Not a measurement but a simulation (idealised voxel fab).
process module | voxel quadruple lines
cross-section cut | 160 nm wide | cells 5 nm
A cross-section is a grid of square cells, given in bands from the top down. A band is one or more rows of cells.
Each band's line starts with the height of the band's top and of its bottom, in nm. Then come its materials from left to right, each with its width in nm. One material with "throughout" fills the band from edge to edge. "air" is empty space.
Height 0 is the level under which the wafer as received is all one material. The lowest band goes on downwards, as in "0 down".
A width such as "30 to 40" changes by the same amount from each row of cells to the next, from the band's top row to its bottom row.
"no change" after a step means that no cell of the cross-section changed.
closed voids: empty space of 8 cells or more with no open way to the top, each as width x height at its distance from the left edge, in nm
after a step's settings: what the simulator itself notes on the step
overlay nm, on a step with a mask: how far to the right of its planned place the mask lay; to the left if negative
plan
1 op RECEIVE | material Si
2 op CONFORMAL_DEP | material Al2O3 | thk nm 10
3 op DIRECTIONAL_DEP | material Ru | thk nm 10
4 op DIRECTIONAL_DEP | material polySi | thk nm 20
5 op DIRECTIONAL_DEP | material aC | thk nm 25
6 op PATTERN | tone cover | mask id MANDREL | material resist | width nm 30 | thk nm 30 | overlay nm 0
7 op DIRECTIONAL_ETCH | etch materials aC | depth nm 25
8 op STRIP | etch materials resist
9 op CONFORMAL_DEP | material SiO2 | thk nm 10
10 op DIRECTIONAL_ETCH | etch materials SiO2 | depth nm 10
11 op STRIP | etch materials aC
12 op DIRECTIONAL_ETCH | etch materials polySi | depth nm 20
13 op STRIP | etch materials SiO2
14 op CONFORMAL_DEP | material SiCN | thk nm 10
15 op DIRECTIONAL_ETCH | etch materials SiCN | depth nm 10
16 op STRIP | etch materials polySi
17 op DIRECTIONAL_ETCH | etch materials Ru | depth nm 10
18 op STRIP | etch materials SiCN
19 op FILL_DEP | material lowk | thk nm 5
20 op CMP | height nm 20
first wafer, as planned
as received, after step 1
  0 down: Si throughout
  closed voids: none
after step 2
  10 to 0: Al2O3 throughout
  below 0: unchanged
after step 3
  20 to 10: Ru throughout
  below 10: unchanged
after step 4
  40 to 20: polySi throughout
  below 20: unchanged
after step 5
  65 to 40: aC throughout
  below 40: unchanged
after step 6
  95 to 65: air 65 | resist 30 | air 65
  below 65: unchanged
after step 7
  70 to 65: air 65 | resist 30 | air 65
  65 to 40: air 65 | aC 30 | air 65
  below 40: unchanged
after step 8
  65 to 40: air 65 | aC 30 | air 65
  below 40: unchanged
after step 9
  75 to 65: air 55 | SiO2 50 | air 55
  65 to 50: air 55 | SiO2 10 | aC 30 | SiO2 10 | air 55
  50 to 40: SiO2 65 | aC 30 | SiO2 65
  below 40: unchanged
after step 10
  65 to 40: air 55 | SiO2 10 | aC 30 | SiO2 10 | air 55
  below 40: unchanged
after step 11
  65 to 40: air 55 | SiO2 10 | air 30 | SiO2 10 | air 55
  below 40: unchanged
after step 12
  65 to 40: air 55 | SiO2 10 | air 30 | SiO2 10 | air 55
  40 to 20: air 55 | polySi 10 | air 30 | polySi 10 | air 55
  below 20: unchanged
after step 13
  40 to 20: air 55 | polySi 10 | air 30 | polySi 10 | air 55
  below 20: unchanged
after step 14
  50 to 40: air 45 | SiCN 30 | air 10 | SiCN 30 | air 45
  40 to 30: air 45 | SiCN 10 | polySi 10 | SiCN 10 | air 10 | SiCN 10 | polySi 10 | SiCN 10 | air 45
  30 to 20: SiCN 55 | polySi 10 | SiCN 30 | polySi 10 | SiCN 55
  below 20: unchanged
after step 15
  40 to 20: air 45 | SiCN 10 | polySi 10 | SiCN 10 | air 10 | SiCN 10 | polySi 10 | SiCN 10 | air 45
  below 20: unchanged
after step 16
  40 to 20: air 45 | SiCN 10 | air 10 | SiCN 10 | air 10 | SiCN 10 | air 10 | SiCN 10 | air 45
  below 20: unchanged
after step 17
  40 to 20: air 45 | SiCN 10 | air 10 | SiCN 10 | air 10 | SiCN 10 | air 10 | SiCN 10 | air 45
  20 to 10: air 45 | Ru 10 | air 10 | Ru 10 | air 10 | Ru 10 | air 10 | Ru 10 | air 45
  below 10: unchanged
after step 18
  20 to 10: air 45 | Ru 10 | air 10 | Ru 10 | air 10 | Ru 10 | air 10 | Ru 10 | air 45
  below 10: unchanged
after step 19
  25 to 20: lowk throughout
  20 to 10: lowk 45 | Ru 10 | lowk 10 | Ru 10 | lowk 10 | Ru 10 | lowk 10 | Ru 10 | lowk 45
  below 10: unchanged
after step 20
  20 to 10: lowk 45 | Ru 10 | lowk 10 | Ru 10 | lowk 10 | Ru 10 | lowk 10 | Ru 10 | lowk 45
  below 10: unchanged
second wafer: like start, like plan, one mistake. Through step 5 it matches the first wafer
when step 6 should have ended
  95 to 65: air 70 | resist 25 | air 65
  below 65: unchanged
when step 7 should have ended
  70 to 65: air 70 | resist 25 | air 65
  65 to 40: air 70 | aC 25 | air 65
  below 40: unchanged
when step 8 should have ended
  65 to 40: air 70 | aC 25 | air 65
  below 40: unchanged
when step 9 should have ended
  75 to 65: air 60 | SiO2 45 | air 55
  65 to 50: air 60 | SiO2 10 | aC 25 | SiO2 10 | air 55
  50 to 40: SiO2 70 | aC 25 | SiO2 65
  below 40: unchanged
when step 10 should have ended
  65 to 40: air 60 | SiO2 10 | aC 25 | SiO2 10 | air 55
  below 40: unchanged
when step 11 should have ended
  65 to 40: air 60 | SiO2 10 | air 25 | SiO2 10 | air 55
  below 40: unchanged
when step 12 should have ended
  65 to 40: air 60 | SiO2 10 | air 25 | SiO2 10 | air 55
  40 to 20: air 60 | polySi 10 | air 25 | polySi 10 | air 55
  below 20: unchanged
when step 13 should have ended
  40 to 20: air 60 | polySi 10 | air 25 | polySi 10 | air 55
  below 20: unchanged
when step 14 should have ended
  50 to 40: air 50 | SiCN 30 | air 5 | SiCN 30 | air 45
  40 to 30: air 50 | SiCN 10 | polySi 10 | SiCN 10 | air 5 | SiCN 10 | polySi 10 | SiCN 10 | air 45
  30 to 20: SiCN 60 | polySi 10 | SiCN 25 | polySi 10 | SiCN 55
  below 20: unchanged
when step 15 should have ended
  40 to 20: air 50 | SiCN 10 | polySi 10 | SiCN 10 | air 5 | SiCN 10 | polySi 10 | SiCN 10 | air 45
  below 20: unchanged
when step 16 should have ended
  40 to 20: air 50 | SiCN 10 | air 10 | SiCN 10 | air 5 | SiCN 10 | air 10 | SiCN 10 | air 45
  below 20: unchanged
when step 17 should have ended
  40 to 20: air 50 | SiCN 10 | air 10 | SiCN 10 | air 5 | SiCN 10 | air 10 | SiCN 10 | air 45
  20 to 10: air 50 | Ru 10 | air 10 | Ru 10 | air 5 | Ru 10 | air 10 | Ru 10 | air 45
  below 10: unchanged
when step 18 should have ended
  20 to 10: air 50 | Ru 10 | air 10 | Ru 10 | air 5 | Ru 10 | air 10 | Ru 10 | air 45
  below 10: unchanged
when step 19 should have ended
  25 to 20: lowk throughout
  20 to 10: lowk 50 | Ru 10 | lowk 10 | Ru 10 | lowk 5 | Ru 10 | lowk 10 | Ru 10 | lowk 45
  below 10: unchanged
when step 20 should have ended
  20 to 10: lowk 50 | Ru 10 | lowk 10 | Ru 10 | lowk 5 | Ru 10 | lowk 10 | Ru 10 | lowk 45
  below 10: unchanged
what went wrong: step 6 ran as: op PATTERN | tone cover | mask id MANDREL | material resist | width nm 25 | thk nm 30 | overlay nm 0
at the end the second wafer has, in cells: as many of each material as the first, in other places
